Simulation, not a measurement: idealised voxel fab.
This is a process module. Its name is voxel wiring stack.
The width of the displayed cross-section, cut, is 245 nm; its cells are square, with a size of 5 nm.
Throughout this document, each cross-section is represented as a grid of square cells and is presented as a sequence of bands enumerated from the top downward, where a band comprises one or more rows of cells.
Look at the band entry: it leads with the top's height and the bottom's height in nm. Then it lists the materials left to right, with a width in nm for each. The word "everywhere" on a single material says that material fills the band edge to edge. The word "air" is empty space.
Convention: height 0 is the level below which the wafer, as received, is all one material. The lowest band does not terminate at the bottom but continues downward, represented as "0..down".
So if you see something like "30 to 40" for the width, read it as the top row of the band sitting at the first number and the bottom row at the second, with every row in between moving by the same amount as the last.
"everything unchanged" means the step left every cell of the cross-section as it was.
The label "Sealed internal voids" introduces a list of the empty spaces, 8 cells or larger, that have no open way up to the top; each entry in it reads width x height at distance, where the distance is taken from the left edge and all three are stated in nm.
On each step's line, the part that comes after the settings is the simulator's own comment on the step.
overlay nm: step with mask; distance mask lay right of planned place; negative value = left of planned place.
THE STEPS PLANNED FOR THE PROCESS ARE AS FOLLOWS
1: op RECEIVE | material Si
2: op CONFORMAL_DEP | material SiO2 | thk nm 15
3: op CONFORMAL_DEP | material SiN | thk nm 5
4: op DIRECTIONAL_DEP | material SiO2 | thk nm 20
5: op DIRECTIONAL_DEP | material aC | thk nm 15
6: op PATTERN | tone open | mask id METAL_1 | material resist | width nm 20 | pitch nm 45 | thk nm 30 | overlay nm 0
7: op DIRECTIONAL_ETCH | etch materials aC | depth nm 15
8: op STRIP | etch materials resist
9: op DIRECTIONAL_ETCH | etch materials SiO2 | depth nm 20
10: op DIRECTIONAL_ETCH | etch materials SiN | depth nm 5
11: op STRIP | etch materials aC
12: op CONFORMAL_DEP | material TiN | thk nm 5
13: op FILL_DEP | material W | thk nm 10
14: op CMP | height nm 40
15: op EPI | material Ru | thk nm 5
16: op FILL_DEP | material SiCN | thk nm 5
17: op DIRECTIONAL_DEP | material lowk | thk nm 30
18: op PATTERN | tone open | mask id METAL_2 | material resist | width nm 20 | pitch nm 45 | thk nm 15 | overlay nm 0
19: op DIRECTIONAL_ETCH | etch materials lowk | depth nm 15
20: op STRIP | etch materials resist
21: op DIRECTIONAL_DEP | material aC | thk nm 10
22: op PATTERN | tone open | mask id METAL_2_HOLES | material resist | width nm 15 | pitch nm 45 | thk nm 30 | overlay nm 0
23: op DIRECTIONAL_ETCH | etch materials aC | depth nm 10
24: op STRIP | etch materials resist
25: op DIRECTIONAL_ETCH | etch materials lowk | depth nm 15
26: op DIRECTIONAL_ETCH | etch materials SiCN | depth nm 5
27: op STRIP | etch materials aC
28: op CONFORMAL_DEP | material TiN | thk nm 5
29: op FILL_DEP | material Ru | thk nm 5
30: op CMP | height nm 80
31: op CONFORMAL_DEP | material SiCN | thk nm 5
32: op DIRECTIONAL_DEP | material lowk | thk nm 30
33: op MASKED_ETCH | tone open | mask id METAL_3_HOLES | width nm 15 | pitch nm 45 | etch materials lowk | depth nm 30 | overlay nm 0
34: op MASKED_ETCH | tone open | mask id METAL_3 | width nm 20 | pitch nm 45 | etch materials lowk | depth nm 15 | overlay nm 0
35: op MASKED_ETCH | tone open | mask id METAL_3 | width nm 20 | pitch nm 45 | etch materials SiCN | depth nm 5 | overlay nm 0
36: op CONFORMAL_DEP | material TiN | thk nm 5
37: op FILL_DEP | material Ru | thk nm 10
38: op CMP | height nm 115
39: op CONFORMAL_DEP | material SiCN | thk nm 5
40: op DIRECTIONAL_DEP | material SiO2 | thk nm 35
41: op DIRECTIONAL_DEP | material aC | thk nm 10
42: op PATTERN | tone open | mask id METAL_4 | material resist | width nm 20 | pitch nm 45 | thk nm 25 | overlay nm 0
43: op DIRECTIONAL_ETCH | etch materials aC | depth nm 10
44: op STRIP | etch materials resist
45: op DIRECTIONAL_ETCH | etch materials SiO2 | depth nm 20
46: op STRIP | etch materials aC
47: op MASKED_ETCH | tone open | mask id METAL_4_HOLES | width nm 15 | pitch nm 45 | etch materials SiO2 | depth nm 15 | overlay nm 0
48: op MASKED_ETCH | tone open | mask id METAL_4_HOLES | width nm 15 | pitch nm 45 | etch materials SiCN | depth nm 5 | overlay nm 0
49: op CONFORMAL_DEP | material TiN | thk nm 5
50: op FILL_DEP | material Cu | thk nm 5
51: op CMP | height nm 155
52: op CONFORMAL_DEP | material SiN | thk nm 5
FIRST WAFER, AS PLANNED
SHOWN IN CROSS-SECTION IS THE WAFER AS RECEIVED, THAT IS, AS IT STANDS AFTER STEP 1
	0..down  Si everywhere
	Sealed internal voids: none
AFTER STEP 2
	15..0  SiO2 everywhere
	Below 0, no change.
AFTER STEP 3
	20..15  SiN everywhere
	Below 15, no change.
AFTER STEP 4
	40..20  SiO2 everywhere
	Below 20, no change.
AFTER STEP 5
	55..40  aC everywhere
	Below 40, no change.
AFTER STEP 6
	85..55  45 nm resist / 20 nm air / 25 nm resist / 20 nm air / 25 nm resist / 20 nm air / 25 nm resist / 20 nm air / 45 nm resist
	Below 55, no change.
AFTER STEP 7
	70..55  45 nm resist / 20 nm air / 25 nm resist / 20 nm air / 25 nm resist / 20 nm air / 25 nm resist / 20 nm air / 45 nm resist
	55..40  45 nm aC / 20 nm air / 25 nm aC / 20 nm air / 25 nm aC / 20 nm air / 25 nm aC / 20 nm air / 45 nm aC
	Below 40, no change.
AFTER STEP 8
	55..40  45 nm aC / 20 nm air / 25 nm aC / 20 nm air / 25 nm aC / 20 nm air / 25 nm aC / 20 nm air / 45 nm aC
	Below 40, no change.
AFTER STEP 9
	55..40  45 nm aC / 20 nm air / 25 nm aC / 20 nm air / 25 nm aC / 20 nm air / 25 nm aC / 20 nm air / 45 nm aC
	40..20  45 nm SiO2 / 20 nm air / 25 nm SiO2 / 20 nm air / 25 nm SiO2 / 20 nm air / 25 nm SiO2 / 20 nm air / 45 nm SiO2
	Below 20, no change.
AFTER STEP 10
	55..40  45 nm aC / 20 nm air / 25 nm aC / 20 nm air / 25 nm aC / 20 nm air / 25 nm aC / 20 nm air / 45 nm aC
	40..20  45 nm SiO2 / 20 nm air / 25 nm SiO2 / 20 nm air / 25 nm SiO2 / 20 nm air / 25 nm SiO2 / 20 nm air / 45 nm SiO2
	20..15  45 nm SiN / 20 nm air / 25 nm SiN / 20 nm air / 25 nm SiN / 20 nm air / 25 nm SiN / 20 nm air / 45 nm SiN
	Below 15, no change.
AFTER STEP 11
	40..20  45 nm SiO2 / 20 nm air / 25 nm SiO2 / 20 nm air / 25 nm SiO2 / 20 nm air / 25 nm SiO2 / 20 nm air / 45 nm SiO2
	Below 20, no change.
AFTER STEP 12
	45..40  50 nm TiN / 10 nm air / 35 nm TiN / 10 nm air / 35 nm TiN / 10 nm air / 35 nm TiN / 10 nm air / 50 nm TiN
	40..20  45 nm SiO2 / 5 nm TiN / 10 nm air / 5 nm TiN / 25 nm SiO2 / 5 nm TiN / 10 nm air / 5 nm TiN / 25 nm SiO2 / 5 nm TiN / 10 nm air / 5 nm TiN / 25 nm SiO2 / 5 nm TiN / 10 nm air / 5 nm TiN / 45 nm SiO2
	20..15  45 nm SiN / 20 nm TiN / 25 nm SiN / 20 nm TiN / 25 nm SiN / 20 nm TiN / 25 nm SiN / 20 nm TiN / 45 nm SiN
	Below 15, no change.
AFTER STEP 13
	55..45  W everywhere
	45..40  50 nm TiN / 10 nm W / 35 nm TiN / 10 nm W / 35 nm TiN / 10 nm W / 35 nm TiN / 10 nm W / 50 nm TiN
	40..20  45 nm SiO2 / 5 nm TiN / 10 nm W / 5 nm TiN / 25 nm SiO2 / 5 nm TiN / 10 nm W / 5 nm TiN / 25 nm SiO2 / 5 nm TiN / 10 nm W / 5 nm TiN / 25 nm SiO2 / 5 nm TiN / 10 nm W / 5 nm TiN / 45 nm SiO2
	Below 20, no change.
AFTER STEP 14
	40..20  45 nm SiO2 / 5 nm TiN / 10 nm W / 5 nm TiN / 25 nm SiO2 / 5 nm TiN / 10 nm W / 5 nm TiN / 25 nm SiO2 / 5 nm TiN / 10 nm W / 5 nm TiN / 25 nm SiO2 / 5 nm TiN / 10 nm W / 5 nm TiN / 45 nm SiO2
	Below 20, no change.
AFTER STEP 15
	45..40  40 nm air / 30 nm Ru / 15 nm air / 30 nm Ru / 15 nm air / 30 nm Ru / 15 nm air / 30 nm Ru / 40 nm air
	Below 40, no change.
AFTER STEP 16
	50..45  SiCN everywhere
	45..40  40 nm SiCN / 30 nm Ru / 15 nm SiCN / 30 nm Ru / 15 nm SiCN / 30 nm Ru / 15 nm SiCN / 30 nm Ru / 40 nm SiCN
	Below 40, no change.
AFTER STEP 17
	80..50  lowk everywhere
	Below 50, no change.
AFTER STEP 18
	95..80  45 nm resist / 20 nm air / 25 nm resist / 20 nm air / 25 nm resist / 20 nm air / 25 nm resist / 20 nm air / 45 nm resist
	Below 80, no change.
AFTER STEP 19
	95..80  45 nm resist / 20 nm air / 25 nm resist / 20 nm air / 25 nm resist / 20 nm air / 25 nm resist / 20 nm air / 45 nm resist
	80..65  45 nm lowk / 20 nm air / 25 nm lowk / 20 nm air / 25 nm lowk / 20 nm air / 25 nm lowk / 20 nm air / 45 nm lowk
	Below 65, no change.
AFTER STEP 20
	80..65  45 nm lowk / 20 nm air / 25 nm lowk / 20 nm air / 25 nm lowk / 20 nm air / 25 nm lowk / 20 nm air / 45 nm lowk
	Below 65, no change.
AFTER STEP 21
	90..80  45 nm aC / 20 nm air / 25 nm aC / 20 nm air / 25 nm aC / 20 nm air / 25 nm aC / 20 nm air / 45 nm aC
	80..75  45 nm lowk / 20 nm air / 25 nm lowk / 20 nm air / 25 nm lowk / 20 nm air / 25 nm lowk / 20 nm air / 45 nm lowk
	75..65  45 nm lowk / 20 nm aC / 25 nm lowk / 20 nm aC / 25 nm lowk / 20 nm aC / 25 nm lowk / 20 nm aC / 45 nm lowk
	Below 65, no change.
AFTER STEP 22
	120..90  45 nm resist / 15 nm air / 30 nm resist / 15 nm air / 30 nm resist / 15 nm air / 30 nm resist / 15 nm air / 50 nm resist
	90..80  45 nm aC / 15 nm air / 5 nm resist / 25 nm aC / 15 nm air / 5 nm resist / 25 nm aC / 15 nm air / 5 nm resist / 25 nm aC / 15 nm air / 5 nm resist / 45 nm aC
	80..75  45 nm lowk / 15 nm air / 5 nm resist / 25 nm lowk / 15 nm air / 5 nm resist / 25 nm lowk / 15 nm air / 5 nm resist / 25 nm lowk / 15 nm air / 5 nm resist / 45 nm lowk
	Below 75, no change.
AFTER STEP 23
	110..90  45 nm resist / 15 nm air / 30 nm resist / 15 nm air / 30 nm resist / 15 nm air / 30 nm resist / 15 nm air / 50 nm resist
	90..80  45 nm aC / 15 nm air / 5 nm resist / 25 nm aC / 15 nm air / 5 nm resist / 25 nm aC / 15 nm air / 5 nm resist / 25 nm aC / 15 nm air / 5 nm resist / 45 nm aC
	80..75  45 nm lowk / 15 nm air / 5 nm resist / 25 nm lowk / 15 nm air / 5 nm resist / 25 nm lowk / 15 nm air / 5 nm resist / 25 nm lowk / 15 nm air / 5 nm resist / 45 nm lowk
	75..65  45 nm lowk / 15 nm air / 5 nm aC / 25 nm lowk / 15 nm air / 5 nm aC / 25 nm lowk / 15 nm air / 5 nm aC / 25 nm lowk / 15 nm air / 5 nm aC / 45 nm lowk
	Below 65, no change.
AFTER STEP 24
	90..80  45 nm aC / 20 nm air / 25 nm aC / 20 nm air / 25 nm aC / 20 nm air / 25 nm aC / 20 nm air / 45 nm aC
	80..75  45 nm lowk / 20 nm air / 25 nm lowk / 20 nm air / 25 nm lowk / 20 nm air / 25 nm lowk / 20 nm air / 45 nm lowk
	Below 75, no change.
AFTER STEP 25
	90..80  45 nm aC / 20 nm air / 25 nm aC / 20 nm air / 25 nm aC / 20 nm air / 25 nm aC / 20 nm air / 45 nm aC
	80..75  45 nm lowk / 20 nm air / 25 nm lowk / 20 nm air / 25 nm lowk / 20 nm air / 25 nm lowk / 20 nm air / 45 nm lowk
	75..65  45 nm lowk / 15 nm air / 5 nm aC / 25 nm lowk / 15 nm air / 5 nm aC / 25 nm lowk / 15 nm air / 5 nm aC / 25 nm lowk / 15 nm air / 5 nm aC / 45 nm lowk
	65..50  45 nm lowk / 15 nm air / 30 nm lowk / 15 nm air / 30 nm lowk / 15 nm air / 30 nm lowk / 15 nm air / 50 nm lowk
	Below 50, no change.
AFTER STEP 26
	90..80  45 nm aC / 20 nm air / 25 nm aC / 20 nm air / 25 nm aC / 20 nm air / 25 nm aC / 20 nm air / 45 nm aC
	80..75  45 nm lowk / 20 nm air / 25 nm lowk / 20 nm air / 25 nm lowk / 20 nm air / 25 nm lowk / 20 nm air / 45 nm lowk
	75..65  45 nm lowk / 15 nm air / 5 nm aC / 25 nm lowk / 15 nm air / 5 nm aC / 25 nm lowk / 15 nm air / 5 nm aC / 25 nm lowk / 15 nm air / 5 nm aC / 45 nm lowk
	65..50  45 nm lowk / 15 nm air / 30 nm lowk / 15 nm air / 30 nm lowk / 15 nm air / 30 nm lowk / 15 nm air / 50 nm lowk
	50..45  45 nm SiCN / 15 nm air / 30 nm SiCN / 15 nm air / 30 nm SiCN / 15 nm air / 30 nm SiCN / 15 nm air / 50 nm SiCN
	Below 45, no change.
AFTER STEP 27
	80..65  45 nm lowk / 20 nm air / 25 nm lowk / 20 nm air / 25 nm lowk / 20 nm air / 25 nm lowk / 20 nm air / 45 nm lowk
	Below 65, no change.
AFTER STEP 28
	85..80  50 nm TiN / 10 nm air / 35 nm TiN / 10 nm air / 35 nm TiN / 10 nm air / 35 nm TiN / 10 nm air / 50 nm TiN
	80..70  45 nm lowk / 5 nm TiN / 10 nm air / 5 nm TiN / 25 nm lowk / 5 nm TiN / 10 nm air / 5 nm TiN / 25 nm lowk / 5 nm TiN / 10 nm air / 5 nm TiN / 25 nm lowk / 5 nm TiN / 10 nm air / 5 nm TiN / 45 nm lowk
	70..65  45 nm lowk / 5 nm TiN / 5 nm air / 10 nm TiN / 25 nm lowk / 5 nm TiN / 5 nm air / 10 nm TiN / 25 nm lowk / 5 nm TiN / 5 nm air / 10 nm TiN / 25 nm lowk / 5 nm TiN / 5 nm air / 10 nm TiN / 45 nm lowk
	65..50  45 nm lowk / 5 nm TiN / 5 nm air / 5 nm TiN / 30 nm lowk / 5 nm TiN / 5 nm air / 5 nm TiN / 30 nm lowk / 5 nm TiN / 5 nm air / 5 nm TiN / 30 nm lowk / 5 nm TiN / 5 nm air / 5 nm TiN / 50 nm lowk
	50..45  45 nm SiCN / 15 nm TiN / 30 nm SiCN / 15 nm TiN / 30 nm SiCN / 15 nm TiN / 30 nm SiCN / 15 nm TiN / 50 nm SiCN
	Below 45, no change.
AFTER STEP 29
	90..85  Ru everywhere
	85..80  50 nm TiN / 10 nm Ru / 35 nm TiN / 10 nm Ru / 35 nm TiN / 10 nm Ru / 35 nm TiN / 10 nm Ru / 50 nm TiN
	80..70  45 nm lowk / 5 nm TiN / 10 nm Ru / 5 nm TiN / 25 nm lowk / 5 nm TiN / 10 nm Ru / 5 nm TiN / 25 nm lowk / 5 nm TiN / 10 nm Ru / 5 nm TiN / 25 nm lowk / 5 nm TiN / 10 nm Ru / 5 nm TiN / 45 nm lowk
	70..65  45 nm lowk / 5 nm TiN / 5 nm Ru / 10 nm TiN / 25 nm lowk / 5 nm TiN / 5 nm Ru / 10 nm TiN / 25 nm lowk / 5 nm TiN / 5 nm Ru / 10 nm TiN / 25 nm lowk / 5 nm TiN / 5 nm Ru / 10 nm TiN / 45 nm lowk
	65..50  45 nm lowk / 5 nm TiN / 5 nm Ru / 5 nm TiN / 30 nm lowk / 5 nm TiN / 5 nm Ru / 5 nm TiN / 30 nm lowk / 5 nm TiN / 5 nm Ru / 5 nm TiN / 30 nm lowk / 5 nm TiN / 5 nm Ru / 5 nm TiN / 50 nm lowk
	Below 50, no change.
AFTER STEP 30
	80..70  45 nm lowk / 5 nm TiN / 10 nm Ru / 5 nm TiN / 25 nm lowk / 5 nm TiN / 10 nm Ru / 5 nm TiN / 25 nm lowk / 5 nm TiN / 10 nm Ru / 5 nm TiN / 25 nm lowk / 5 nm TiN / 10 nm Ru / 5 nm TiN / 45 nm lowk
	Below 70, no change.
AFTER STEP 31
	85..80  SiCN everywhere
	Below 80, no change.
AFTER STEP 32
	115..85  lowk everywhere
	Below 85, no change.
AFTER STEP 33
	115..85  45 nm lowk / 15 nm air / 30 nm lowk / 15 nm air / 30 nm lowk / 15 nm air / 30 nm lowk / 15 nm air / 50 nm lowk
	Below 85, no change.
AFTER STEP 34
	115..100  45 nm lowk / 20 nm air / 25 nm lowk / 20 nm air / 25 nm lowk / 20 nm air / 25 nm lowk / 20 nm air / 45 nm lowk
	Below 100, no change.
AFTER STEP 35
	115..100  45 nm lowk / 20 nm air / 25 nm lowk / 20 nm air / 25 nm lowk / 20 nm air / 25 nm lowk / 20 nm air / 45 nm lowk
	100..85  45 nm lowk / 15 nm air / 30 nm lowk / 15 nm air / 30 nm lowk / 15 nm air / 30 nm lowk / 15 nm air / 50 nm lowk
	85..80  45 nm SiCN / 15 nm air / 30 nm SiCN / 15 nm air / 30 nm SiCN / 15 nm air / 30 nm SiCN / 15 nm air / 50 nm SiCN
	Below 80, no change.
AFTER STEP 36
	120..115  50 nm TiN / 10 nm air / 35 nm TiN / 10 nm air / 35 nm TiN / 10 nm air / 35 nm TiN / 10 nm air / 50 nm TiN
	115..105  45 nm lowk / 5 nm TiN / 10 nm air / 5 nm TiN / 25 nm lowk / 5 nm TiN / 10 nm air / 5 nm TiN / 25 nm lowk / 5 nm TiN / 10 nm air / 5 nm TiN / 25 nm lowk / 5 nm TiN / 10 nm air / 5 nm TiN / 45 nm lowk
	105..100  45 nm lowk / 5 nm TiN / 5 nm air / 10 nm TiN / 25 nm lowk / 5 nm TiN / 5 nm air / 10 nm TiN / 25 nm lowk / 5 nm TiN / 5 nm air / 10 nm TiN / 25 nm lowk / 5 nm TiN / 5 nm air / 10 nm TiN / 45 nm lowk
	100..85  45 nm lowk / 5 nm TiN / 5 nm air / 5 nm TiN / 30 nm lowk / 5 nm TiN / 5 nm air / 5 nm TiN / 30 nm lowk / 5 nm TiN / 5 nm air / 5 nm TiN / 30 nm lowk / 5 nm TiN / 5 nm air / 5 nm TiN / 50 nm lowk
	85..80  45 nm SiCN / 15 nm TiN / 30 nm SiCN / 15 nm TiN / 30 nm SiCN / 15 nm TiN / 30 nm SiCN / 15 nm TiN / 50 nm SiCN
	Below 80, no change.
AFTER STEP 37
	130..120  Ru everywhere
	120..115  50 nm TiN / 10 nm Ru / 35 nm TiN / 10 nm Ru / 35 nm TiN / 10 nm Ru / 35 nm TiN / 10 nm Ru / 50 nm TiN
	115..105  45 nm lowk / 5 nm TiN / 10 nm Ru / 5 nm TiN / 25 nm lowk / 5 nm TiN / 10 nm Ru / 5 nm TiN / 25 nm lowk / 5 nm TiN / 10 nm Ru / 5 nm TiN / 25 nm lowk / 5 nm TiN / 10 nm Ru / 5 nm TiN / 45 nm lowk
	105..100  45 nm lowk / 5 nm TiN / 5 nm Ru / 10 nm TiN / 25 nm lowk / 5 nm TiN / 5 nm Ru / 10 nm TiN / 25 nm lowk / 5 nm TiN / 5 nm Ru / 10 nm TiN / 25 nm lowk / 5 nm TiN / 5 nm Ru / 10 nm TiN / 45 nm lowk
	100..85  45 nm lowk / 5 nm TiN / 5 nm Ru / 5 nm TiN / 30 nm lowk / 5 nm TiN / 5 nm Ru / 5 nm TiN / 30 nm lowk / 5 nm TiN / 5 nm Ru / 5 nm TiN / 30 nm lowk / 5 nm TiN / 5 nm Ru / 5 nm TiN / 50 nm lowk
	Below 85, no change.
AFTER STEP 38
	115..105  45 nm lowk / 5 nm TiN / 10 nm Ru / 5 nm TiN / 25 nm lowk / 5 nm TiN / 10 nm Ru / 5 nm TiN / 25 nm lowk / 5 nm TiN / 10 nm Ru / 5 nm TiN / 25 nm lowk / 5 nm TiN / 10 nm Ru / 5 nm TiN / 45 nm lowk
	Below 105, no change.
AFTER STEP 39
	120..115  SiCN everywhere
	Below 115, no change.
AFTER STEP 40
	155..120  SiO2 everywhere
	Below 120, no change.
AFTER STEP 41
	165..155  aC everywhere
	Below 155, no change.
AFTER STEP 42
	190..165  45 nm resist / 20 nm air / 25 nm resist / 20 nm air / 25 nm resist / 20 nm air / 25 nm resist / 20 nm air / 45 nm resist
	Below 165, no change.
AFTER STEP 43
	180..165  45 nm resist / 20 nm air / 25 nm resist / 20 nm air / 25 nm resist / 20 nm air / 25 nm resist / 20 nm air / 45 nm resist
	165..155  45 nm aC / 20 nm air / 25 nm aC / 20 nm air / 25 nm aC / 20 nm air / 25 nm aC / 20 nm air / 45 nm aC
	Below 155, no change.
AFTER STEP 44
	165..155  45 nm aC / 20 nm air / 25 nm aC / 20 nm air / 25 nm aC / 20 nm air / 25 nm aC / 20 nm air / 45 nm aC
	Below 155, no change.
AFTER STEP 45
	165..155  45 nm aC / 20 nm air / 25 nm aC / 20 nm air / 25 nm aC / 20 nm air / 25 nm aC / 20 nm air / 45 nm aC
	155..135  45 nm SiO2 / 20 nm air / 25 nm SiO2 / 20 nm air / 25 nm SiO2 / 20 nm air / 25 nm SiO2 / 20 nm air / 45 nm SiO2
	Below 135, no change.
AFTER STEP 46
	155..135  45 nm SiO2 / 20 nm air / 25 nm SiO2 / 20 nm air / 25 nm SiO2 / 20 nm air / 25 nm SiO2 / 20 nm air / 45 nm SiO2
	Below 135, no change.
AFTER STEP 47
	155..135  45 nm SiO2 / 20 nm air / 25 nm SiO2 / 20 nm air / 25 nm SiO2 / 20 nm air / 25 nm SiO2 / 20 nm air / 45 nm SiO2
	135..120  45 nm SiO2 / 15 nm air / 30 nm SiO2 / 15 nm air / 30 nm SiO2 / 15 nm air / 30 nm SiO2 / 15 nm air / 50 nm SiO2
	Below 120, no change.
AFTER STEP 48
	155..135  45 nm SiO2 / 20 nm air / 25 nm SiO2 / 20 nm air / 25 nm SiO2 / 20 nm air / 25 nm SiO2 / 20 nm air / 45 nm SiO2
	135..120  45 nm SiO2 / 15 nm air / 30 nm SiO2 / 15 nm air / 30 nm SiO2 / 15 nm air / 30 nm SiO2 / 15 nm air / 50 nm SiO2
	120..115  45 nm SiCN / 15 nm air / 30 nm SiCN / 15 nm air / 30 nm SiCN / 15 nm air / 30 nm SiCN / 15 nm air / 50 nm SiCN
	Below 115, no change.
AFTER STEP 49
	160..155  50 nm TiN / 10 nm air / 35 nm TiN / 10 nm air / 35 nm TiN / 10 nm air / 35 nm TiN / 10 nm air / 50 nm TiN
	155..140  45 nm SiO2 / 5 nm TiN / 10 nm air / 5 nm TiN / 25 nm SiO2 / 5 nm TiN / 10 nm air / 5 nm TiN / 25 nm SiO2 / 5 nm TiN / 10 nm air / 5 nm TiN / 25 nm SiO2 / 5 nm TiN / 10 nm air / 5 nm TiN / 45 nm SiO2
	140..135  45 nm SiO2 / 5 nm TiN / 5 nm air / 10 nm TiN / 25 nm SiO2 / 5 nm TiN / 5 nm air / 10 nm TiN / 25 nm SiO2 / 5 nm TiN / 5 nm air / 10 nm TiN / 25 nm SiO2 / 5 nm TiN / 5 nm air / 10 nm TiN / 45 nm SiO2
	135..120  45 nm SiO2 / 5 nm TiN / 5 nm air / 5 nm TiN / 30 nm SiO2 / 5 nm TiN / 5 nm air / 5 nm TiN / 30 nm SiO2 / 5 nm TiN / 5 nm air / 5 nm TiN / 30 nm SiO2 / 5 nm TiN / 5 nm air / 5 nm TiN / 50 nm SiO2
	120..115  45 nm SiCN / 15 nm TiN / 30 nm SiCN / 15 nm TiN / 30 nm SiCN / 15 nm TiN / 30 nm SiCN / 15 nm TiN / 50 nm SiCN
	Below 115, no change.
AFTER STEP 50
	165..160  Cu everywhere
	160..155  50 nm TiN / 10 nm Cu / 35 nm TiN / 10 nm Cu / 35 nm TiN / 10 nm Cu / 35 nm TiN / 10 nm Cu / 50 nm TiN
	155..140  45 nm SiO2 / 5 nm TiN / 10 nm Cu / 5 nm TiN / 25 nm SiO2 / 5 nm TiN / 10 nm Cu / 5 nm TiN / 25 nm SiO2 / 5 nm TiN / 10 nm Cu / 5 nm TiN / 25 nm SiO2 / 5 nm TiN / 10 nm Cu / 5 nm TiN / 45 nm SiO2
	140..135  45 nm SiO2 / 5 nm TiN / 5 nm Cu / 10 nm TiN / 25 nm SiO2 / 5 nm TiN / 5 nm Cu / 10 nm TiN / 25 nm SiO2 / 5 nm TiN / 5 nm Cu / 10 nm TiN / 25 nm SiO2 / 5 nm TiN / 5 nm Cu / 10 nm TiN / 45 nm SiO2
	135..120  45 nm SiO2 / 5 nm TiN / 5 nm Cu / 5 nm TiN / 30 nm SiO2 / 5 nm TiN / 5 nm Cu / 5 nm TiN / 30 nm SiO2 / 5 nm TiN / 5 nm Cu / 5 nm TiN / 30 nm SiO2 / 5 nm TiN / 5 nm Cu / 5 nm TiN / 50 nm SiO2
	Below 120, no change.
AFTER STEP 51
	155..140  45 nm SiO2 / 5 nm TiN / 10 nm Cu / 5 nm TiN / 25 nm SiO2 / 5 nm TiN / 10 nm Cu / 5 nm TiN / 25 nm SiO2 / 5 nm TiN / 10 nm Cu / 5 nm TiN / 25 nm SiO2 / 5 nm TiN / 10 nm Cu / 5 nm TiN / 45 nm SiO2
	Below 140, no change.
AFTER STEP 52
	160..155  SiN everywhere
	Below 155, no change.
FOR THE SECOND WAFER, TAKE THE FIRST WAFER'S START AND PLAN, THEN ADD ONE MISTAKE MADE IN RUNNING IT; EVERYTHING THROUGH STEP 50, THAT STEP INCLUDED, IS SHARED WITH THE FIRST
CROSS-SECTIONAL REPRESENTATION OF THE SECOND WAFER AT THE TIME DESIGNATED IN THE PLAN FOR THE COMPLETION OF STEP 51
	150..140  45 nm SiO2 / 5 nm TiN / 10 nm Cu / 5 nm TiN / 25 nm SiO2 / 5 nm TiN / 10 nm Cu / 5 nm TiN / 25 nm SiO2 / 5 nm TiN / 10 nm Cu / 5 nm TiN / 25 nm SiO2 / 5 nm TiN / 10 nm Cu / 5 nm TiN / 45 nm SiO2
	Below 140, no change.
CROSS-SECTIONAL REPRESENTATION OF THE SECOND WAFER AT THE TIME DESIGNATED IN THE PLAN FOR THE COMPLETION OF STEP 52
	155..150  SiN everywhere
	Below 150, no change.
Deviation from plan: step 51 off recipe, ran as op CMP | height nm 150
Upon completion, the second wafer contains, in terms of cells, a greater or smaller amount of certain materials than the first wafer: Cu: 8 fewer; SiO2: 33 fewer; TiN: 8 fewer
